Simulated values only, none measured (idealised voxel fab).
voxel capacitor over wiring: a process module
Displayed cross-section: cut, width of 270 nm, square cells sized 5 nm.
Heads up, the way a cross-section reads in here is a grid of square cells, handed over as bands from the top down, with every band being one or more rows of cells.
Per band: top height and bottom height in nm, followed by the left-to-right materials and their widths in nm; "everywhere" marks a single material spanning edge to edge, "blank" marks empty space.
We count height from 0. Below that, the starting wafer is all one material. The lowest band never ends at the bottom but goes on down; see "z 0 and below" for how that is written.
So if you see something like "30..40" for the width, read it as the top row of the band sitting at the first number and the bottom row at the second, with every row in between moving by the same amount as the last.
For the purposes of this document, the phrase "remained unchanged" attached to a step denotes that no cell within the cross-section was modified by that step.
"Fully enclosed voids" contains a list of empty spaces, each no smaller than 8 cells and without an open way to the top, written in the form width x height at distance with the distance from the left edge and all three in nm.
The remark found on a step's line after its settings is issued by the simulator itself and pertains to that step.
The "overlay nm" setting may appear on a step's line; for a step that uses a mask, it gives how far to the right of its planned position the mask lay, and a negative value indicates the left.
Read the rest as pairs. Take the cross-section before one process step, then the cross-section after it, which shows only down to the lowest band that changed. Under the pair, find the step between them and its settings. Bear in mind that pairs may come from different runs of this module on the same starting wafer: link a pair to the pair above it only where its entry headed "Ahead of processing" says to.

AHEAD OF PROCESSING
* z 110 to 100  aC=100 | blank=15 | aC=155
* z 100 to 90  SiO2=100 | blank=15 | SiO2=155
* z 90 to 85  SiO2=90 | TiN=60 | SiO2=120
* z 85 to 80  SiO2=90 | SiN=60 | SiO2=120
* z 80 to 70  SiO2=85 | TiN=70 | SiO2=115
* z 70 to 50  lowk=90 | TiN=5 | W=5 | TiN=5 | lowk=165
* z 50 to 45  SiCN=90 | TiN=15 | SiCN=165
* z 45 to 40  SiCN=80 | Ru=30 | SiCN=45 | Ru=30 | SiCN=85
* z 40 to 35  lowk=85 | TiN=5 | W=10 | TiN=5 | lowk=55 | TiN=5 | W=10 | TiN=5 | lowk=90
* z 35 to 30  SiN=85 | TiN=20 | SiN=55 | TiN=20 | SiN=90
* z 30 to 0  SiO2 everywhere
* z 0 and below  Si everywhere
* Fully enclosed voids: none

STEP OUTCOME
* z 100 to 90  SiO2=100 | blank=15 | SiO2=155
* Note: structure below 90 unchanged.
* Fully enclosed voids: none
The transition between the preceding cross-sections is accomplished by op STRIP | etch materials aC

Ahead of processing: as in the pair right above, post-step view.

STEP OUTCOME
* z 105 to 100  TiN=105 | blank=5 | TiN=160
* z 100 to 95  SiO2=100 | TiN=5 | blank=5 | TiN=5 | SiO2=155
* z 95 to 85  SiO2=100..90 | TiN=15..60 | SiO2=155..120
* Note: structure below 85 unchanged.
* Fully enclosed voids: none
The transition between the preceding cross-sections is accomplished by op CONFORMAL_DEP | material TiN | thk nm 5

Ahead of processing: as in the pair right above, post-step view.

STEP OUTCOME
* z 115 to 105  Ru everywhere
* z 105 to 100  TiN=105 | Ru=5 | TiN=160
* z 100 to 95  SiO2=100 | TiN=5 | Ru=5 | TiN=5 | SiO2=155
* Note: structure below 95 unchanged.
* Fully enclosed voids: none
The transition between the preceding cross-sections is accomplished by op FILL_DEP | material Ru | thk nm 10

Ahead of processing: as in the pair right above, post-step view.

STEP OUTCOME
* z 100 to 95  SiO2=100 | TiN=5 | Ru=5 | TiN=5 | SiO2=155
* Note: structure below 95 unchanged.
* Fully enclosed voids: none
The transition between the preceding cross-sections is accomplished by op CMP | height nm 100

Ahead of processing: as in the pair right above, post-step view.

STEP OUTCOME
* z 105 to 100  SiN everywhere
* Note: structure below 100 unchanged.
* Fully enclosed voids: none
The transition between the preceding cross-sections is accomplished by op CONFORMAL_DEP | material SiN | thk nm 5

AHEAD OF PROCESSING
* z 80 to 70  TiN everywhere
* z 70 to 50  lowk=90 | TiN=5 | W=5 | TiN=5 | lowk=165
* z 50 to 45  SiCN=90 | TiN=15 | SiCN=165
* z 45 to 40  SiCN=80 | Ru=30 | SiCN=45 | Ru=30 | SiCN=85
* z 40 to 20  lowk=85 | TiN=5 | W=10 | TiN=5 | lowk=55 | TiN=5 | W=10 | TiN=5 | lowk=90
* z 20 to 15  SiN=85 | TiN=20 | SiN=55 | TiN=20 | SiN=90
* z 15 to 0  SiO2 everywhere
* z 0 and below  Si everywhere
* Fully enclosed voids: none

STEP OUTCOME
* z 85 to 70  TiN everywhere
* Note: structure below 70 unchanged.
* Fully enclosed voids: none
The transition between the preceding cross-sections is accomplished by op DIRECTIONAL_DEP | material TiN | thk nm 5

Ahead of processing: as in the pair right above, post-step view.

STEP OUTCOME
* z 90 to 85  SiN everywhere
* Note: structure below 85 unchanged.
* Fully enclosed voids: none
The transition between the preceding cross-sections is accomplished by op DIRECTIONAL_DEP | material SiN | thk nm 5

Ahead of processing: as in the pair right above, post-step view.

STEP OUTCOME
* z 90 to 85  blank=90 | SiN=60 | blank=120
* Note: structure below 85 unchanged.
* Fully enclosed voids: none
The transition between the preceding cross-sections is accomplished by op MASKED_ETCH | tone cover | mask id UPPER_PLATE | width nm 60 | etch materials SiN | depth nm 5 | overlay nm 0

Ahead of processing: as in the pair right above, post-step view.

STEP OUTCOME
* z 105 to 90  blank=85 | resist=70 | blank=115
* z 90 to 85  blank=85 | resist=5 | SiN=60 | resist=5 | blank=115
* Note: structure below 85 unchanged.
* Fully enclosed voids: none
The transition between the preceding cross-sections is accomplished by op PATTERN | tone cover | mask id LOWER_PLATE | material resist | width nm 70 | thk nm 15 | overlay nm 0

Ahead of processing: as in the pair right above, post-step view.

STEP OUTCOME
* z 105 to 90  blank=85 | resist=70 | blank=115
* z 90 to 85  blank=85 | resist=5 | SiN=60 | resist=5 | blank=115
* z 85 to 75  blank=85 | TiN=70 | blank=115
* Note: structure below 75 unchanged.
* Fully enclosed voids: none
The transition between the preceding cross-sections is accomplished by op DIRECTIONAL_ETCH | etch materials TiN | depth nm 10

Ahead of processing: as in the pair right above, post-step view.

STEP OUTCOME
* z 90 to 85  blank=90 | SiN=60 | blank=120
* Note: structure below 85 unchanged.
* Fully enclosed voids: none
The transition between the preceding cross-sections is accomplished by op STRIP | etch materials resist

Ahead of processing: as in the pair right above, post-step view.

STEP OUTCOME
* z 105 to 90  SiO2 everywhere
* z 90 to 85  SiO2=90 | SiN=60 | SiO2=120
* z 85 to 75  SiO2=85 | TiN=70 | SiO2=115
* Note: structure below 75 unchanged.
* Fully enclosed voids: none
The transition between the preceding cross-sections is accomplished by op FILL_DEP | material SiO2 | thk nm 15

Ahead of processing: as in the pair right above, post-step view.

STEP OUTCOME
* z 100 to 90  SiO2 everywhere
* Note: structure below 90 unchanged.
* Fully enclosed voids: none
The transition between the preceding cross-sections is accomplished by op CMP | height nm 100

Ahead of processing: as in the pair right above, post-step view.

STEP OUTCOME
* z 110 to 100  aC everywhere
* Note: structure below 100 unchanged.
* Fully enclosed voids: none
The transition between the preceding cross-sections is accomplished by op DIRECTIONAL_DEP | material aC | thk nm 10

Ahead of processing: as in the pair right above, post-step view.

STEP OUTCOME
* z 140 to 110  resist=100 | blank=15 | resist=155
* Note: structure below 110 unchanged.
* Fully enclosed voids: none
The transition between the preceding cross-sections is accomplished by op PATTERN | tone open | mask id PLUG_2 | material resist | width nm 15 | thk nm 30 | overlay nm 0

Ahead of processing: as in the pair right above, post-step view.

STEP OUTCOME
* z 130 to 110  resist=100 | blank=15 | resist=155
* z 110 to 100  aC=100 | blank=15 | aC=155
* Note: structure below 100 unchanged.
* Fully enclosed voids: none
The transition between the preceding cross-sections is accomplished by op DIRECTIONAL_ETCH | etch materials aC | depth nm 10

Ahead of processing: as in the pair right above, post-step view.

STEP OUTCOME
* z 110 to 100  aC=100 | blank=15 | aC=155
* Note: structure below 100 unchanged.
* Fully enclosed voids: none
The transition between the preceding cross-sections is accomplished by op STRIP | etch materials resist

Ahead of processing: as in the pair right above, post-step view.

STEP OUTCOME
* z 110 to 100  aC=100 | blank=15 | aC=155
* z 100 to 90  SiO2=100 | blank=15 | SiO2=155
* Note: structure below 90 unchanged.
* Fully enclosed voids: none
The transition between the preceding cross-sections is accomplished by op DIRECTIONAL_ETCH | etch materials SiO2 | depth nm 10

Ahead of processing: as in the pair right above, post-step view.

STEP OUTCOME
* z 100 to 90  SiO2=100 | blank=15 | SiO2=155
* Note: structure below 90 unchanged.
* Fully enclosed voids: none
The transition between the preceding cross-sections is accomplished by op STRIP | etch materials aC

Ahead of processing: as in the pair right above, post-step view.

STEP OUTCOME
* z 105 to 100  TiN=105 | blank=5 | TiN=160
* z 100 to 95  SiO2=100 | TiN=5 | blank=5 | TiN=5 | SiO2=155
* z 95 to 90  SiO2=100 | TiN=15 | SiO2=155
* Note: structure below 90 unchanged.
* Fully enclosed voids: none
The transition between the preceding cross-sections is accomplished by op CONFORMAL_DEP | material TiN | thk nm 5

Ahead of processing: as in the pair right above, post-step view.

STEP OUTCOME
* z 115 to 105  Ru everywhere
* z 105 to 100  TiN=105 | Ru=5 | TiN=160
* z 100 to 95  SiO2=100 | TiN=5 | Ru=5 | TiN=5 | SiO2=155
* Note: structure below 95 unchanged.
* Fully enclosed voids: none
The transition between the preceding cross-sections is accomplished by op FILL_DEP | material Ru | thk nm 10

Ahead of processing: as in the pair right above, post-step view.

STEP OUTCOME
* z 100 to 95  SiO2=100 | TiN=5 | Ru=5 | TiN=5 | SiO2=155
* Note: structure below 95 unchanged.
* Fully enclosed voids: none
The transition between the preceding cross-sections is accomplished by op CMP | height nm 100

Ahead of processing: as in the pair right above, post-step view.

STEP OUTCOME
* z 105 to 100  SiN everywhere
* Note: structure below 100 unchanged.
* Fully enclosed voids: none
The transition between the preceding cross-sections is accomplished by op CONFORMAL_DEP | material SiN | thk nm 5

AHEAD OF PROCESSING
* z 55 to 45  W everywhere
* z 45 to 40  TiN=90 | W=10 | TiN=65 | W=10 | TiN=95
* z 40 to 20  lowk=85 | TiN=5 | W=10 | TiN=5 | lowk=55 | TiN=5 | W=10 | TiN=5 | lowk=90
* z 20 to 15  SiN=85 | TiN=20 | SiN=55 | TiN=20 | SiN=90
* z 15 to 0  SiO2 everywhere
* z 0 and below  Si everywhere
* Fully enclosed voids: none

STEP OUTCOME
* z 50 to 45  W everywhere
* Note: structure below 45 unchanged.
* Fully enclosed voids: none
The transition between the preceding cross-sections is accomplished by op CMP | height nm 50

Ahead of processing: as in the pair right above, post-step view.

STEP OUTCOME
* z 55 to 50  Ru everywhere
* Note: structure below 50 unchanged.
* Fully enclosed voids: none
The transition between the preceding cross-sections is accomplished by op EPI | material Ru | thk nm 5

Ahead of processing: as in the pair right above, post-step view.

STEP OUTCOME
* z 60 to 55  SiCN everywhere
* Note: structure below 55 unchanged.
* Fully enclosed voids: none
The transition between the preceding cross-sections is accomplished by op FILL_DEP | material SiCN | thk nm 5

Ahead of processing: as in the pair right above, post-step view.

STEP OUTCOME
* z 80 to 60  lowk everywhere
* Note: structure below 60 unchanged.
* Fully enclosed voids: none
The transition between the preceding cross-sections is accomplished by op DIRECTIONAL_DEP | material lowk | thk nm 20

Ahead of processing: as in the pair right above, post-step view.

STEP OUTCOME
* z 95 to 80  aC everywhere
* Note: structure below 80 unchanged.
* Fully enclosed voids: none
The transition between the preceding cross-sections is accomplished by op DIRECTIONAL_DEP | material aC | thk nm 15

Ahead of processing: as in the pair right above, post-step view.

STEP OUTCOME
* z 130 to 95  resist=90 | blank=15 | resist=165
* Note: structure below 95 unchanged.
* Fully enclosed voids: none
The transition between the preceding cross-sections is accomplished by op PATTERN | tone open | mask id PLUG_1 | material resist | width nm 15 | thk nm 35 | overlay nm 0

Ahead of processing: as in the pair right above, post-step view.

STEP OUTCOME
* z 115 to 95  resist=90 | blank=15 | resist=165
* z 95 to 80  aC=90 | blank=15 | aC=165
* Note: structure below 80 unchanged.
* Fully enclosed voids: none
The transition between the preceding cross-sections is accomplished by op DIRECTIONAL_ETCH | etch materials aC | depth nm 15

Ahead of processing: as in the pair right above, post-step view.

STEP OUTCOME
* z 95 to 80  aC=90 | blank=15 | aC=165
* Note: structure below 80 unchanged.
* Fully enclosed voids: none
The transition between the preceding cross-sections is accomplished by op STRIP | etch materials resist

Ahead of processing: as in the pair right above, post-step view.

STEP OUTCOME
* z 95 to 80  aC=90 | blank=15 | aC=165
* z 80 to 60  lowk=90 | blank=15 | lowk=165
* Note: structure below 60 unchanged.
* Fully enclosed voids: none
The transition between the preceding cross-sections is accomplished by op DIRECTIONAL_ETCH | etch materials lowk | depth nm 20

Ahead of processing: as in the pair right above, post-step view.

STEP OUTCOME
* z 95 to 80  aC=90 | blank=15 | aC=165
* z 80 to 60  lowk=90 | blank=15 | lowk=165
* z 60 to 55  SiCN=90 | blank=15 | SiCN=165
* Note: structure below 55 unchanged.
* Fully enclosed voids: none
The transition between the preceding cross-sections is accomplished by op DIRECTIONAL_ETCH | etch materials SiCN | depth nm 5

Ahead of processing: as in the pair right above, post-step view.

STEP OUTCOME
* z 80 to 60  lowk=90 | blank=15 | lowk=165
* Note: structure below 60 unchanged.
* Fully enclosed voids: none
The transition between the preceding cross-sections is accomplished by op STRIP | etch materials aC

Ahead of processing: as in the pair right above, post-step view.

STEP OUTCOME
* z 85 to 80  TiN=95 | blank=5 | TiN=170
* z 80 to 60  lowk=90 | TiN=5 | blank=5 | TiN=5 | lowk=165
* z 60 to 55  SiCN=90 | TiN=15 | SiCN=165
* Note: structure below 55 unchanged.
* Fully enclosed voids: none
The transition between the preceding cross-sections is accomplished by op CONFORMAL_DEP | material TiN | thk nm 5

Ahead of processing: as in the pair right above, post-step view.

STEP OUTCOME
* z 95 to 85  W everywhere
* z 85 to 80  TiN=95 | W=5 | TiN=170
* z 80 to 60  lowk=90 | TiN=5 | W=5 | TiN=5 | lowk=165
* Note: structure below 60 unchanged.
* Fully enclosed voids: none
The transition between the preceding cross-sections is accomplished by op FILL_DEP | material W | thk nm 10

Ahead of processing: as in the pair right above, post-step view.

STEP OUTCOME
* z 70 to 60  lowk=90 | TiN=5 | W=5 | TiN=5 | lowk=165
* Note: structure below 60 unchanged.
* Fully enclosed voids: none
The transition between the preceding cross-sections is accomplished by op CMP | height nm 70

Ahead of processing: as in the pair right above, post-step view.

STEP OUTCOME
* z 80 to 70  TiN everywhere
* Note: structure below 70 unchanged.
* Fully enclosed voids: none
The transition between the preceding cross-sections is accomplished by op DIRECTIONAL_DEP | material TiN | thk nm 10

Ahead of processing: as in the pair right above, post-step view.

STEP OUTCOME
* z 85 to 80  SiN everywhere
* Note: structure below 80 unchanged.
* Fully enclosed voids: none
The transition between the preceding cross-sections is accomplished by op DIRECTIONAL_DEP | material SiN | thk nm 5

Ahead of processing: as in the pair right above, post-step view.

STEP OUTCOME
* z 90 to 85  TiN everywhere
* Note: structure below 85 unchanged.
* Fully enclosed voids: none
The transition between the preceding cross-sections is accomplished by op DIRECTIONAL_DEP | material TiN | thk nm 5

Ahead of processing: as in the pair right above, post-step view.

STEP OUTCOME
* z 90 to 85  blank=90 | TiN=60 | blank=120
* Note: structure below 85 unchanged.
* Fully enclosed voids: none
The transition between the preceding cross-sections is accomplished by op MASKED_ETCH | tone cover | mask id UPPER_PLATE | width nm 60 | etch materials TiN | depth nm 5 | overlay nm 0

Ahead of processing: as in the pair right above, post-step view.

STEP OUTCOME
* z 90 to 85  blank=90 | TiN=60 | blank=120
* z 85 to 80  blank=90 | SiN=60 | blank=120
* Note: structure below 80 unchanged.
* Fully enclosed voids: none
The transition between the preceding cross-sections is accomplished by op MASKED_ETCH | tone cover | mask id UPPER_PLATE | width nm 60 | etch materials SiN | depth nm 5 | overlay nm 0

Ahead of processing: as in the pair right above, post-step view.

STEP OUTCOME
* z 105 to 90  blank=85 | resist=70 | blank=115
* z 90 to 85  blank=85 | resist=5 | TiN=60 | resist=5 | blank=115
* z 85 to 80  blank=85 | resist=5 | SiN=60 | resist=5 | blank=115
* Note: structure below 80 unchanged.
* Fully enclosed voids: none
The transition between the preceding cross-sections is accomplished by op PATTERN | tone cover | mask id LOWER_PLATE | material resist | width nm 70 | thk nm 15 | overlay nm 0

Ahead of processing: as in the pair right above, post-step view.

STEP OUTCOME
* z 105 to 90  blank=85 | resist=70 | blank=115
* z 90 to 85  blank=85 | resist=5 | TiN=60 | resist=5 | blank=115
* z 85 to 80  blank=85 | resist=5 | SiN=60 | resist=5 | blank=115
* z 80 to 70  blank=85 | TiN=70 | blank=115
* Note: structure below 70 unchanged.
* Fully enclosed voids: none
The transition between the preceding cross-sections is accomplished by op DIRECTIONAL_ETCH | etch materials TiN | depth nm 10

Ahead of processing: as in the pair right above, post-step view.

STEP OUTCOME
* z 90 to 85  blank=90 | TiN=60 | blank=120
* z 85 to 80  blank=90 | SiN=60 | blank=120
* Note: structure below 80 unchanged.
* Fully enclosed voids: none
The transition between the preceding cross-sections is accomplished by op STRIP | etch materials resist

Ahead of processing: as in the pair right above, post-step view.

STEP OUTCOME
* z 105 to 90  SiO2 everywhere
* z 90 to 85  SiO2=90 | TiN=60 | SiO2=120
* z 85 to 80  SiO2=90 | SiN=60 | SiO2=120
* z 80 to 70  SiO2=85 | TiN=70 | SiO2=115
* Note: structure below 70 unchanged.
* Fully enclosed voids: none
The transition between the preceding cross-sections is accomplished by op FILL_DEP | material SiO2 | thk nm 15

Ahead of processing: as in the pair right above, post-step view.

STEP OUTCOME
* z 100 to 90  SiO2 everywhere
* Note: structure below 90 unchanged.
* Fully enclosed voids: none
The transition between the preceding cross-sections is accomplished by op CMP | height nm 100

Ahead of processing: as in the pair right above, post-step view.

STEP OUTCOME
* z 110 to 100  aC everywhere
* Note: structure below 100 unchanged.
* Fully enclosed voids: none
The transition between the preceding cross-sections is accomplished by op DIRECTIONAL_DEP | material aC | thk nm 10

Ahead of processing: as in the pair right above, post-step view.

STEP OUTCOME
* z 140 to 110  resist=100 | blank=15 | resist=155
* Note: structure below 110 unchanged.
* Fully enclosed voids: none
The transition between the preceding cross-sections is accomplished by op PATTERN | tone open | mask id PLUG_2 | material resist | width nm 15 | thk nm 30 | overlay nm 0

Ahead of processing: as in the pair right above, post-step view.

STEP OUTCOME
* z 130 to 110  resist=100 | blank=15 | resist=155
* z 110 to 100  aC=100 | blank=15 | aC=155
* Note: structure below 100 unchanged.
* Fully enclosed voids: none
The transition between the preceding cross-sections is accomplished by op DIRECTIONAL_ETCH | etch materials aC | depth nm 10

Ahead of processing: as in the pair right above, post-step view.

STEP OUTCOME
* z 110 to 100  aC=100 | blank=15 | aC=155
* Note: structure below 100 unchanged.
* Fully enclosed voids: none
The transition between the preceding cross-sections is accomplished by op STRIP | etch materials resist

Ahead of processing: as in the pair right above, post-step view.

STEP OUTCOME
* z 110 to 100  aC=100 | blank=15 | aC=155
* z 100 to 90  SiO2=100 | blank=15 | SiO2=155
* Note: structure below 90 unchanged.
* Fully enclosed voids: none
The transition between the preceding cross-sections is accomplished by op DIRECTIONAL_ETCH | etch materials SiO2 | depth nm 10

Ahead of processing: as in the pair right above, post-step view.

STEP OUTCOME
* z 100 to 90  SiO2=100 | blank=15 | SiO2=155
* Note: structure below 90 unchanged.
* Fully enclosed voids: none
The transition between the preceding cross-sections is accomplished by op STRIP | etch materials aC

Ahead of processing: as in the pair right above, post-step view.

STEP OUTCOME
* z 105 to 100  TiN=105 | blank=5 | TiN=160
* z 100 to 95  SiO2=100 | TiN=5 | blank=5 | TiN=5 | SiO2=155
* z 95 to 85  SiO2=100..90 | TiN=15..60 | SiO2=155..120
* Note: structure below 85 unchanged.
* Fully enclosed voids: none
The transition between the preceding cross-sections is accomplished by op CONFORMAL_DEP | material TiN | thk nm 5

Ahead of processing: as in the pair right above, post-step view.

STEP OUTCOME
* z 115 to 105  Ru everywhere
* z 105 to 100  TiN=105 | Ru=5 | TiN=160
* z 100 to 95  SiO2=100 | TiN=5 | Ru=5 | TiN=5 | SiO2=155
* Note: structure below 95 unchanged.
* Fully enclosed voids: none
The transition between the preceding cross-sections is accomplished by op FILL_DEP | material Ru | thk nm 10

Ahead of processing: as in the pair right above, post-step view.

STEP OUTCOME
* z 100 to 95  SiO2=100 | TiN=5 | Ru=5 | TiN=5 | SiO2=155
* Note: structure below 95 unchanged.
* Fully enclosed voids: none
The transition between the preceding cross-sections is accomplished by op CMP | height nm 100

Ahead of processing: as in the pair right above, post-step view.

STEP OUTCOME
* z 105 to 100  SiN everywhere
* Note: structure below 100 unchanged.
* Fully enclosed voids: none
The transition between the preceding cross-sections is accomplished by op CONFORMAL_DEP | material SiN | thk nm 5

AHEAD OF PROCESSING
* z 90 to 85  TiN everywhere
* z 85 to 80  SiN everywhere
* z 80 to 70  TiN everywhere
* z 70 to 50  lowk=90 | TiN=5 | W=5 | TiN=5 | lowk=165
* z 50 to 45  SiCN=90 | TiN=15 | SiCN=165
* z 45 to 40  SiCN=80 | Ru=30 | SiCN=45 | Ru=30 | SiCN=85
* z 40 to 20  lowk=85 | TiN=5 | W=10 | TiN=5 | lowk=55 | TiN=5 | W=10 | TiN=5 | lowk=90
* z 20 to 15  SiN=85 | TiN=20 | SiN=55 | TiN=20 | SiN=90
* z 15 to 0  SiO2 everywhere
* z 0 and below  Si everywhere
* Fully enclosed voids: none

STEP OUTCOME
* z 90 to 85  blank=95 | TiN=55 | blank=120
* Note: structure below 85 unchanged.
* Fully enclosed voids: none
The transition between the preceding cross-sections is accomplished by op MASKED_ETCH | tone cover | mask id UPPER_PLATE | width nm 55 | etch materials TiN | depth nm 5 | overlay nm 0

Ahead of processing: as in the pair right above, post-step view.

STEP OUTCOME
* z 90 to 85  blank=95 | TiN=55 | blank=120
* z 85 to 80  blank=90 | SiN=60 | blank=120
* Note: structure below 80 unchanged.
* Fully enclosed voids: none
The transition between the preceding cross-sections is accomplished by op MASKED_ETCH | tone cover | mask id UPPER_PLATE | width nm 60 | etch materials SiN | depth nm 5 | overlay nm 0

Ahead of processing: as in the pair right above, post-step view.

STEP OUTCOME
* z 105 to 90  blank=85 | resist=70 | blank=115
* z 90 to 85  blank=85 | resist=10 | TiN=55 | resist=5 | blank=115
* z 85 to 80  blank=85 | resist=5 | SiN=60 | resist=5 | blank=115
* Note: structure below 80 unchanged.
* Fully enclosed voids: none
The transition between the preceding cross-sections is accomplished by op PATTERN | tone cover | mask id LOWER_PLATE | material resist | width nm 70 | thk nm 15 | overlay nm 0

Ahead of processing: as in the pair right above, post-step view.

STEP OUTCOME
* z 105 to 90  blank=85 | resist=70 | blank=115
* z 90 to 85  blank=85 | resist=10 | TiN=55 | resist=5 | blank=115
* z 85 to 80  blank=85 | resist=5 | SiN=60 | resist=5 | blank=115
* z 80 to 70  blank=85 | TiN=70 | blank=115
* Note: structure below 70 unchanged.
* Fully enclosed voids: none
The transition between the preceding cross-sections is accomplished by op DIRECTIONAL_ETCH | etch materials TiN | depth nm 10

Ahead of processing: as in the pair right above, post-step view.

STEP OUTCOME
* z 90 to 85  blank=95 | TiN=55 | blank=120
* z 85 to 80  blank=90 | SiN=60 | blank=120
* Note: structure below 80 unchanged.
* Fully enclosed voids: none
The transition between the preceding cross-sections is accomplished by op STRIP | etch materials resist

Ahead of processing: as in the pair right above, post-step view.

STEP OUTCOME
* z 105 to 90  SiO2 everywhere
* z 90 to 85  SiO2=95 | TiN=55 | SiO2=120
* z 85 to 80  SiO2=90 | SiN=60 | SiO2=120
* z 80 to 70  SiO2=85 | TiN=70 | SiO2=115
* Note: structure below 70 unchanged.
* Fully enclosed voids: none
The transition between the preceding cross-sections is accomplished by op FILL_DEP | material SiO2 | thk nm 15

Ahead of processing: as in the pair right above, post-step view.

STEP OUTCOME
* z 100 to 90  SiO2 everywhere
* Note: structure below 90 unchanged.
* Fully enclosed voids: none
The transition between the preceding cross-sections is accomplished by op CMP | height nm 100

Ahead of processing: as in the pair right above, post-step view.

STEP OUTCOME
* z 110 to 100  aC everywhere
* Note: structure below 100 unchanged.
* Fully enclosed voids: none
The transition between the preceding cross-sections is accomplished by op DIRECTIONAL_DEP | material aC | thk nm 10

Ahead of processing: as in the pair right above, post-step view.

STEP OUTCOME
* z 140 to 110  resist=100 | blank=15 | resist=155
* Note: structure below 110 unchanged.
* Fully enclosed voids: none
The transition between the preceding cross-sections is accomplished by op PATTERN | tone open | mask id PLUG_2 | material resist | width nm 15 | thk nm 30 | overlay nm 0

Ahead of processing: as in the pair right above, post-step view.

STEP OUTCOME
* z 130 to 110  resist=100 | blank=15 | resist=155
* z 110 to 100  aC=100 | blank=15 | aC=155
* Note: structure below 100 unchanged.
* Fully enclosed voids: none
The transition between the preceding cross-sections is accomplished by op DIRECTIONAL_ETCH | etch materials aC | depth nm 10

Ahead of processing: as in the pair right above, post-step view.

STEP OUTCOME
* z 110 to 100  aC=100 | blank=15 | aC=155
* Note: structure below 100 unchanged.
* Fully enclosed voids: none
The transition between the preceding cross-sections is accomplished by op STRIP | etch materials resist

Ahead of processing: as in the pair right above, post-step view.

STEP OUTCOME
* z 110 to 100  aC=100 | blank=15 | aC=155
* z 100 to 90  SiO2=100 | blank=15 | SiO2=155
* Note: structure below 90 unchanged.
* Fully enclosed voids: none
The transition between the preceding cross-sections is accomplished by op DIRECTIONAL_ETCH | etch materials SiO2 | depth nm 10

Ahead of processing: as in the pair right above, post-step view.

STEP OUTCOME
* z 100 to 90  SiO2=100 | blank=15 | SiO2=155
* Note: structure below 90 unchanged.
* Fully enclosed voids: none
The transition between the preceding cross-sections is accomplished by op STRIP | etch materials aC

Ahead of processing: as in the pair right above, post-step view.

STEP OUTCOME
* z 105 to 100  TiN=105 | blank=5 | TiN=160
* z 100 to 95  SiO2=100 | TiN=5 | blank=5 | TiN=5 | SiO2=155
* z 95 to 85  SiO2=100..95 | TiN=15..55 | SiO2=155..120
* Note: structure below 85 unchanged.
* Fully enclosed voids: none
The transition between the preceding cross-sections is accomplished by op CONFORMAL_DEP | material TiN | thk nm 5

Ahead of processing: as in the pair right above, post-step view.

STEP OUTCOME
* z 115 to 105  Ru everywhere
* z 105 to 100  TiN=105 | Ru=5 | TiN=160
* z 100 to 95  SiO2=100 | TiN=5 | Ru=5 | TiN=5 | SiO2=155
* Note: structure below 95 unchanged.
* Fully enclosed voids: none
The transition between the preceding cross-sections is accomplished by op FILL_DEP | material Ru | thk nm 10

Ahead of processing: as in the pair right above, post-step view.

STEP OUTCOME
* z 100 to 95  SiO2=100 | TiN=5 | Ru=5 | TiN=5 | SiO2=155
* Note: structure below 95 unchanged.
* Fully enclosed voids: none
The transition between the preceding cross-sections is accomplished by op CMP | height nm 100

Ahead of processing: as in the pair right above, post-step view.

STEP OUTCOME
* z 105 to 100  SiN everywhere
* Note: structure below 100 unchanged.
* Fully enclosed voids: none
The transition between the preceding cross-sections is accomplished by op CONFORMAL_DEP | material SiN | thk nm 5

AHEAD OF PROCESSING
* z 110 to 100  aC everywhere
* z 100 to 90  SiO2 everywhere
* z 90 to 85  SiO2=90 | TiN=60 | SiO2=120
* z 85 to 80  SiO2=90 | SiN=60 | SiO2=120
* z 80 to 70  SiO2=85 | TiN=70 | SiO2=115
* z 70 to 50  lowk=90 | TiN=5 | W=5 | TiN=5 | lowk=165
* z 50 to 45  SiCN=90 | TiN=15 | SiCN=165
* z 45 to 40  SiCN=80 | Ru=30 | SiCN=45 | Ru=30 | SiCN=85
* z 40 to 20  lowk=85 | TiN=5 | W=10 | TiN=5 | lowk=55 | TiN=5 | W=10 | TiN=5 | lowk=90
* z 20 to 15  SiN=85 | TiN=20 | SiN=55 | TiN=20 | SiN=90
* z 15 to 0  SiO2 everywhere
* z 0 and below  Si everywhere
* Fully enclosed voids: none

STEP OUTCOME
* z 140 to 110  resist=105 | blank=15 | resist=150
* Note: structure below 110 unchanged.
* Fully enclosed voids: none
The transition between the preceding cross-sections is accomplished by op PATTERN | tone open | mask id PLUG_2 | material resist | width nm 15 | thk nm 30 | overlay nm 5

Ahead of processing: as in the pair right above, post-step view.

STEP OUTCOME
* z 130 to 110  resist=105 | blank=15 | resist=150
* z 110 to 100  aC=105 | blank=15 | aC=150
* Note: structure below 100 unchanged.
* Fully enclosed voids: none
The transition between the preceding cross-sections is accomplished by op DIRECTIONAL_ETCH | etch materials aC | depth nm 10

Ahead of processing: as in the pair right above, post-step view.

STEP OUTCOME
* z 110 to 100  aC=105 | blank=15 | aC=150
* Note: structure below 100 unchanged.
* Fully enclosed voids: none
The transition between the preceding cross-sections is accomplished by op STRIP | etch materials resist

Ahead of processing: as in the pair right above, post-step view.

STEP OUTCOME
* z 110 to 100  aC=105 | blank=15 | aC=150
* z 100 to 90  SiO2=105 | blank=15 | SiO2=150
* Note: structure below 90 unchanged.
* Fully enclosed voids: none
The transition between the preceding cross-sections is accomplished by op DIRECTIONAL_ETCH | etch materials SiO2 | depth nm 10

Ahead of processing: as in the pair right above, post-step view.

STEP OUTCOME
* z 100 to 90  SiO2=105 | blank=15 | SiO2=150
* Note: structure below 90 unchanged.
* Fully enclosed voids: none
The transition between the preceding cross-sections is accomplished by op STRIP | etch materials aC

Ahead of processing: as in the pair right above, post-step view.

STEP OUTCOME
* z 105 to 100  TiN=110 | blank=5 | TiN=155
* z 100 to 95  SiO2=105 | TiN=5 | blank=5 | TiN=5 | SiO2=150
* z 95 to 85  SiO2=105..90 | TiN=15..60 | SiO2=150..120
* Note: structure below 85 unchanged.
* Fully enclosed voids: none
The transition between the preceding cross-sections is accomplished by op CONFORMAL_DEP | material TiN | thk nm 5

Ahead of processing: as in the pair right above, post-step view.

STEP OUTCOME
* z 115 to 105  Ru everywhere
* z 105 to 100  TiN=110 | Ru=5 | TiN=155
* z 100 to 95  SiO2=105 | TiN=5 | Ru=5 | TiN=5 | SiO2=150
* Note: structure below 95 unchanged.
* Fully enclosed voids: none
The transition between the preceding cross-sections is accomplished by op FILL_DEP | material Ru | thk nm 10

Ahead of processing: as in the pair right above, post-step view.

STEP OUTCOME
* z 100 to 95  SiO2=105 | TiN=5 | Ru=5 | TiN=5 | SiO2=150
* Note: structure below 95 unchanged.
* Fully enclosed voids: none
The transition between the preceding cross-sections is accomplished by op CMP | height nm 100

Ahead of processing: as in the pair right above, post-step view.

STEP OUTCOME
* z 105 to 100  SiN everywhere
* Note: structure below 100 unchanged.
* Fully enclosed voids: none
The transition between the preceding cross-sections is accomplished by op CONFORMAL_DEP | material SiN | thk nm 5
